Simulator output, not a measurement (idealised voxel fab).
Documented hereafter: the process module known as voxel transistor to metal.
In the cross-section labelled cut, the width is 290 nm and each square cell is 5 nm.
Reading order for cross-sections: top band down to bottom band. Underlying form: a grid of square cells. Band size: one or more rows of cells. Basically the band line says how high the top is and how high the bottom is, in nm, and then what's in it from left to right, every material with its width in nm. Empty space shows up as "blank", and if a single material carries "everywhere" it runs the full band edge to edge. Height is counted from the level 0, under which the received wafer is composed throughout of one material. The lowest of the bands is not closed at the bottom but continues downward, in the notation "0 down". It should be noted that a width expressed as "30 to 40" varies in equal increments from row to row of cells within the band, taking the value of the first number at the top row and that of the second number at the bottom row. For the purposes of this document, the phrase "no modification" attached to a step denotes that no cell within the cross-section was modified by that step. "Trapped void list" - sealed voids, min. 8 cells, no opening to top; format: width x height at distance (distance from left edge; nm throughout). Formally, on a step line, whatever follows the settings is a remark that the simulator itself makes on the step. Steps that use a mask can have "overlay nm" on their line. It says how far the mask sat to the right of where it was meant to be. Negative means to the left.

Here's what the planned process steps look like
1,op RECEIVE | material Si
2,op OXIDIZE | depth nm 5
3,op CONFORMAL_DEP | material SiN | thk nm 10
4,op PATTERN | tone cover | mask id ACTIVE | material resist | width nm 115 | pitch nm 140 | thk nm 15 | overlay nm 0
5,op DIRECTIONAL_ETCH | etch materials SiN | depth nm 10
6,op DIRECTIONAL_ETCH | etch materials SiO2 | depth nm 5
7,op DIRECTIONAL_ETCH | etch materials Si | depth nm 20
8,op STRIP | etch materials resist
9,op FILL_DEP | material SiO2 | thk nm 10
10,op CMP | height nm 10
11,op SELECTIVE_ETCH | etch materials SiO2 | depth nm 5
12,op STRIP | etch materials SiN
13,op SELECTIVE_ETCH | etch materials SiO2 | depth nm 5
14,op OXIDIZE | depth nm 5
15,op DIRECTIONAL_DEP | material polySi | thk nm 30
16,op DIRECTIONAL_DEP | material SiCN | thk nm 15
17,op DIRECTIONAL_DEP | material aC | thk nm 10
18,op PATTERN | tone cover | mask id GATE | material resist | width nm 25 | pitch nm 140 | thk nm 25 | overlay nm 0
19,op DIRECTIONAL_ETCH | etch materials aC | depth nm 10
20,op STRIP | etch materials resist
21,op DIRECTIONAL_ETCH | etch materials SiCN | depth nm 25
22,op DIRECTIONAL_ETCH | etch materials polySi | depth nm 40
23,op STRIP | etch materials aC
24,op CONFORMAL_DEP | material SiO2 | thk nm 5
25,op DIRECTIONAL_ETCH | etch materials SiO2 | depth nm 5
26,op CONFORMAL_DEP | material SiN | thk nm 10
27,op DIRECTIONAL_ETCH | etch materials SiN | depth nm 10
28,op DIRECTIONAL_ETCH | etch materials SiO2 | depth nm 5
29,op DIRECTIONAL_ETCH | etch materials Si | depth nm 15
30,op EPI | material SiGe | thk nm 15
31,op FILL_DEP | material SiO2 | thk nm 5
32,op CMP | height nm 40
33,op DIRECTIONAL_DEP | material SiO2 | thk nm 15
34,op MASKED_ETCH | tone open | mask id CONTACT | width nm 30 | etch materials SiO2 | depth nm 50 | overlay nm 0
35,op CONFORMAL_DEP | material TiN | thk nm 5
36,op FILL_DEP | material W | thk nm 5
37,op CMP | height nm 55
38,op CONFORMAL_DEP | material SiN | thk nm 5
39,op DIRECTIONAL_DEP | material lowk | thk nm 15
40,op MASKED_ETCH | tone open | mask id METAL_1 | width nm 20 | etch materials lowk | depth nm 15 | overlay nm 0
41,op MASKED_ETCH | tone open | mask id METAL_1 | width nm 20 | etch materials SiN | depth nm 5 | overlay nm 0
42,op CONFORMAL_DEP | material TiN | thk nm 5
43,op FILL_DEP | material Cu | thk nm 10
44,op CMP | height nm 75
45,op EPI | material Ru | thk nm 5
46,op FILL_DEP | material SiCN | thk nm 5

Cross-section, incoming material, after step 1
* 0 down | Si everywhere
* Trapped void list: none

Final cross-section, module run with one mistake (start and plan as above)
* 85 to 80 | SiCN everywhere
* 80 to 75 | SiCN 20 nm, then Ru 30 nm, then SiCN 45 nm, then Ru 30 nm, then SiCN 35 nm, then Ru 30 nm, then SiCN 45 nm, then Ru 30 nm, then SiCN 25 nm
* 75 to 60 | lowk 25 nm, then TiN 5 nm, then Cu 10 nm, then TiN 5 nm, then lowk 55 nm, then TiN 5 nm, then Cu 10 nm, then TiN 5 nm, then lowk 45 nm, then TiN 5 nm, then Cu 10 nm, then TiN 5 nm, then lowk 55 nm, then TiN 5 nm, then Cu 10 nm, then TiN 5 nm, then lowk 30 nm
* 60 to 55 | SiN 25 nm, then TiN 20 nm, then SiN 55 nm, then TiN 20 nm, then SiN 45 nm, then TiN 20 nm, then SiN 55 nm, then TiN 20 nm, then SiN 30 nm
* 55 to 45 | SiO2 25 nm, then TiN 5 nm, then W 20 nm, then TiN 5 nm, then SiO2 35 nm, then TiN 5 nm, then W 20 nm, then TiN 5 nm, then SiO2 45 nm, then TiN 5 nm, then W 20 nm, then TiN 5 nm, then SiO2 35 nm, then TiN 5 nm, then W 20 nm, then TiN 5 nm, then SiO2 30 nm
* 45 to 40 | SiO2 25 nm, then TiN 5 nm, then W 10 nm, then TiN 15 nm, then SiO2 35 nm, then TiN 15 nm, then W 10 nm, then TiN 5 nm, then SiO2 45 nm, then TiN 5 nm, then W 10 nm, then TiN 15 nm, then SiO2 35 nm, then TiN 15 nm, then W 10 nm, then TiN 5 nm, then SiO2 30 nm
* 40 to 30 | SiO2 25 nm, then TiN 5 nm, then W 10 nm, then TiN 5 nm, then SiN 10 nm, then SiO2 5 nm, then SiCN 25 nm, then SiO2 5 nm, then SiN 10 nm, then TiN 5 nm, then W 10 nm, then TiN 5 nm, then SiO2 45 nm, then TiN 5 nm, then W 10 nm, then TiN 5 nm, then SiN 10 nm, then SiO2 5 nm, then SiCN 25 nm, then SiO2 5 nm, then SiN 10 nm, then TiN 5 nm, then W 10 nm, then TiN 5 nm, then SiO2 30 nm
* 30 to 10 | SiO2 25 nm, then TiN 5 nm, then W 10 nm, then TiN 5 nm, then SiN 10 nm, then SiO2 5 nm, then polySi 25 nm, then SiO2 5 nm, then SiN 10 nm, then TiN 5 nm, then W 10 nm, then TiN 5 nm, then SiO2 45 nm, then TiN 5 nm, then W 10 nm, then TiN 5 nm, then SiN 10 nm, then SiO2 5 nm, then polySi 25 nm, then SiO2 5 nm, then SiN 10 nm, then TiN 5 nm, then W 10 nm, then TiN 5 nm, then SiO2 30 nm
* 10 to 5 | SiO2 25 nm, then TiN 20 nm, then SiN 10 nm, then SiO2 5 nm, then polySi 25 nm, then SiO2 5 nm, then SiN 10 nm, then TiN 20 nm, then SiO2 45 nm, then TiN 20 nm, then SiN 10 nm, then SiO2 5 nm, then polySi 25 nm, then SiO2 5 nm, then SiN 10 nm, then TiN 20 nm, then SiO2 30 nm
* 5 to 0 | SiGe 10 nm, then SiO2 35 nm, then SiN 10 nm, then SiO2 5 nm, then polySi 25 nm, then SiO2 5 nm, then SiN 10 nm, then SiO2 35 nm, then SiGe 15 nm, then SiO2 35 nm, then SiN 10 nm, then SiO2 5 nm, then polySi 25 nm, then SiO2 5 nm, then SiN 10 nm, then SiO2 35 nm, then SiGe 15 nm
* 0 to -5 | SiGe 5 nm, then SiN 10 nm, then SiO2 115 nm, then SiN 10 nm, then SiGe 5 nm, then SiN 10 nm, then SiO2 115 nm, then SiN 10 nm, then SiGe 10 nm
* -5 to -10 | SiGe 5 nm, then SiO2 135 nm, then SiGe 5 nm, then SiO2 135 nm, then SiGe 10 nm
* -10 to -25 | SiGe 5 nm, then Si 10 nm, then SiO2 115 nm, then Si 10 nm, then SiGe 5 nm, then Si 10 nm, then SiO2 115 nm, then Si 10 nm, then SiGe 10 nm
* -25 down | Si everywhere
* Trapped void list: none
Error vs. plan: step 4 ran as: op PATTERN | tone open | mask id ACTIVE | material resist | width nm 115 | pitch nm 140 | thk nm 15 | overlay nm 0
